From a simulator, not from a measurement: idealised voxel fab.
Documented hereafter: the process module known as voxel gate over fins.
The cross-section shown here is cut; it is 215 nm wide and divided into square cells measuring 5 nm on a side.
Each cross-section below is a grid of square cells, stated as bands in top-down order, with one or more rows of cells making up each band. It is stipulated that each band's entry specify, in nanometres, the height of the top of the band and then that of its bottom, followed by the materials of the band in left-to-right sequence, each together with its width in nanometres. A single material marked by the word "edge to edge" is understood to fill the band from edge to edge; the word "air" is understood to denote empty space. Below 0: as-received wafer, all one material; heights counted from there. Lowest band: no bottom, goes on down, written "from 0 down". When a width is written as two numbers, as in "30..40", the first number is the width in the top row of cells of the band and the second is the width in its bottom row, and the width changes by the same amount from each row to the next. "stayed the same" (step): cross-section cells unchanged, all of them. Enclosed voids (no open way to top), threshold 8 cells or more, entry "Sealed-off cavities", notation width x height at distance, distance from left edge, nm. It should be noted that, on the line of a given step, the content following the step's settings is a remark produced by the simulator itself with respect to that step. For masked steps, "overlay nm" on the step line gives how far right of plan the mask actually lay; a minus sign means it lay to the left.

# Process steps foreseen in the plan
- 1: RECEIVE [material Si]
- 2: CONFORMAL_DEP [material SiN] [thk nm 5]
- 3: MASKED_ETCH [tone cover] [mask id FINS] [width nm 15] [pitch nm 60] [etch materials SiN] [depth nm 5] [overlay nm 0]
- 4: MASKED_ETCH [tone cover] [mask id FINS] [width nm 15] [pitch nm 60] [etch materials Si] [depth nm 30] [overlay nm 0]
- 5: FILL_DEP [material SiO2] [thk nm 5]
- 6: CMP [height nm 5]
- 7: MASKED_ETCH [tone open] [mask id RAIL] [width nm 15] [etch materials SiO2] [depth nm 30] [overlay nm 0]
- 8: CONFORMAL_DEP [material TiN] [thk nm 5]
- 9: FILL_DEP [material W] [thk nm 5]
- 10: CMP [height nm 5]
- 11: SELECTIVE_ETCH [etch materials W Ru TiN] [depth nm 25]
- 12: FILL_DEP [material SiO2] [thk nm 5]
- 13: CMP [height nm 5]
- 14: SELECTIVE_ETCH [etch materials SiO2] [depth nm 15]
- 15: STRIP [etch materials SiN]
- 16: CONFORMAL_DEP [material HfO2] [thk nm 5]
- 17: CONFORMAL_DEP [material TiN] [thk nm 5]
- 18: CONFORMAL_DEP [material TiAl] [thk nm 5]
- 19: CONFORMAL_DEP [material TiN] [thk nm 5]
- 20: FILL_DEP [material W] [thk nm 10]
- 21: CMP [height nm 25]
- 22: CONFORMAL_DEP [material SiN] [thk nm 5]
Variable across wafers: step 17 thk nm (plan value is that of the first wafer; starting state common to all).

# After step 1, as received: first of several wafers, cross-section
  from 0 down  Si edge to edge
  Sealed-off cavities: none

# Take a look at the first of several wafers in cross-section: the module is done, and step 22 was its last step
  from 30 to 25  SiN edge to edge
  from 25 to 20  W edge to edge
  from 20 to 15  W (50) | TiN (55) | W (5) | TiN (55) | W (50)
  from 15 to 10  W (50) | TiN (5) | TiAl (45) | TiN (5) | W (5) | TiN (5) | TiAl (45) | TiN (5) | W (50)
  from 10 to 5  TiN (55) | TiAl (5) | TiN (35) | TiAl (5) | TiN (15) | TiAl (5) | TiN (35) | TiAl (5) | TiN (55)
  from 5 to 0  TiAl (60) | TiN (5) | HfO2 (25) | TiN (5) | TiAl (25) | TiN (5) | HfO2 (25) | TiN (5) | TiAl (60)
  from 0 to -5  TiN (65) | HfO2 (5) | Si (15) | HfO2 (5) | TiN (35) | HfO2 (5) | Si (15) | HfO2 (5) | TiN (65)
  from -5 to -10  HfO2 (70) | Si (15) | HfO2 (45) | Si (15) | HfO2 (70)
  from -10 to -20  SiO2 (70) | Si (15) | SiO2 (45) | Si (15) | SiO2 (70)
  from -20 to -25  SiO2 (70) | Si (15) | SiO2 (15) | TiN (15) | SiO2 (15) | Si (15) | SiO2 (70)
  from -25 to -30  SiO2 (70) | Si (15) | SiO2 (45) | Si (15) | SiO2 (70)
  from -30 down  Si edge to edge
  Sealed-off cavities: none

# Final wafer of several, shown in cross-section at the end of the module
  from 30 to 25  SiN edge to edge
  from 25 to 20  TiN (40) | TiAl (5) | TiN (125) | TiAl (5) | TiN (40)
  from 20 to 15  TiAl (45) | TiN (125) | TiAl (45)
  from 15 to 5  TiN edge to edge
  from 5 to 0  TiN (65) | HfO2 (25) | TiN (35) | HfO2 (25) | TiN (65)
  from 0 to -5  TiN (65) | HfO2 (5) | Si (15) | HfO2 (5) | TiN (35) | HfO2 (5) | Si (15) | HfO2 (5) | TiN (65)
  from -5 to -10  HfO2 (70) | Si (15) | HfO2 (45) | Si (15) | HfO2 (70)
  from -10 to -20  SiO2 (70) | Si (15) | SiO2 (45) | Si (15) | SiO2 (70)
  from -20 to -25  SiO2 (70) | Si (15) | SiO2 (15) | TiN (15) | SiO2 (15) | Si (15) | SiO2 (70)
  from -25 to -30  SiO2 (70) | Si (15) | SiO2 (45) | Si (15) | SiO2 (70)
  from -30 down  Si edge to edge
  Sealed-off cavities: none

# Row per wafer, end-of-module: cell gain (+)/loss (-) by material since the wafer came in, then closed voids
thk nm 5 | +51 HfO2 | -222 Si | +43 SiN | +145 SiO2 | +51 TiAl | +105 TiN | +85 W | Sealed-off cavities: none
thk nm 10 | +51 HfO2 | -222 Si | +43 SiN | +145 SiO2 | +51 TiAl | +154 TiN | +36 W | Sealed-off cavities: none
thk nm 15 | +51 HfO2 | -222 Si | +43 SiN | +145 SiO2 | +49 TiAl | +176 TiN | +16 W | Sealed-off cavities: none
thk nm 20 | +51 HfO2 | -222 Si | +43 SiN | +145 SiO2 | +20 TiAl | +221 TiN | Sealed-off cavities: none
